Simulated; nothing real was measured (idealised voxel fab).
Process module under the name voxel tone inversion
Section cut is 240 nm wide and gridded with 5 nm square cells.
In what follows, cross-sections appear as grids of square cells, described through bands that run from the top down, where every band is one or more rows of cells.
Quick guide to a band line: top height, bottom height (nm) up front; then every material left to right with its width in nm. Only one material and it's marked "throughout"? Then it fills the band edge to edge. And "air" just means empty space.
A quick word on heights: they are counted from 0, and under that level the wafer as it came to us is one material throughout. The lowest band is different from the rest in having no bottom; it simply continues downward, written as in "z 0 and below".
You'd read "30..40" like this: the band's top row of cells is as wide as the first number, its bottom row is as wide as the second, and going down, every row changes width by the same amount as the row before did.
Step marked "nothing got changed"? Then no cell in the cross-section changed in it.
So "Non-vented voids" is basically the list of trapped voids: any empty space of 8 cells or more that can't reach the top through an opening. They're written width x height at distance, the distance being from the left edge, and it's all nm.
Text after the settings on a step's line: the simulator's own remark on that step.
You can add "overlay nm" to a step's line. For a step with a mask, it describes how far the mask lay to the right of its planned position, and a negative number describes a lay to the left.
The steps planned for the process are as follows
| 1 | RECEIVE, material Si |
| 2 | CONFORMAL_DEP, material SiN, thk nm 5 |
| 3 | DIRECTIONAL_DEP, material aC, thk nm 20 |
| 4 | PATTERN, tone cover, mask id POSTS, material resist, width nm 15, pitch nm 45, thk nm 30, overlay nm 0 |
| 5 | DIRECTIONAL_ETCH, etch materials aC, depth nm 20 |
| 6 | STRIP, etch materials resist |
| 7 | FILL_DEP, material SiO2, thk nm 5 |
| 8 | CMP, height nm 25 |
| 9 | STRIP, etch materials aC |
| 10 | CONFORMAL_DEP, material TiN, thk nm 5 |
| 11 | FILL_DEP, material Ru, thk nm 5 |
| 12 | CMP, height nm 25 |
| 13 | CONFORMAL_DEP, material SiN, thk nm 5 |
As-received wafer cross-section (after step 1)
* z 0 and below: Si throughout
* Non-vented voids: none
First of two wafers at the end of the module, shown in cross-section; run carried out as planned
* z 30 to 25: SiN throughout
* z 25 to 10: 45 SiO2; 5 TiN; 5 Ru; 5 TiN; 30 SiO2; 5 TiN; 5 Ru; 5 TiN; 30 SiO2; 5 TiN; 5 Ru; 5 TiN; 30 SiO2; 5 TiN; 5 Ru; 5 TiN; 45 SiO2
* z 10 to 5: 45 SiO2; 15 TiN; 30 SiO2; 15 TiN; 30 SiO2; 15 TiN; 30 SiO2; 15 TiN; 45 SiO2
* z 5 to 0: SiN throughout
* z 0 and below: Si throughout
* Non-vented voids: none
Wafer two, sectioned after the module: the first wafer's start, the first wafer's plan, and one mistake in how it was run
* z 30 to 25: Ru throughout
* z 25 to 10: 45 SiO2; 5 TiN; 5 Ru; 5 TiN; 30 SiO2; 5 TiN; 5 Ru; 5 TiN; 30 SiO2; 5 TiN; 5 Ru; 5 TiN; 30 SiO2; 5 TiN; 5 Ru; 5 TiN; 45 SiO2
* z 10 to 5: 45 SiO2; 15 TiN; 30 SiO2; 15 TiN; 30 SiO2; 15 TiN; 30 SiO2; 15 TiN; 45 SiO2
* z 5 to 0: SiN throughout
* z 0 and below: Si throughout
* Non-vented voids: none
Deviation noted in wafer processing: step 13 ran with different settings than intended, the actual operation and settings being CONFORMAL_DEP, material Ru, thk nm 5
Heads up, by the end the second wafer has more or fewer cells of some materials compared to the first: 48 more of Ru, 48 fewer of SiN
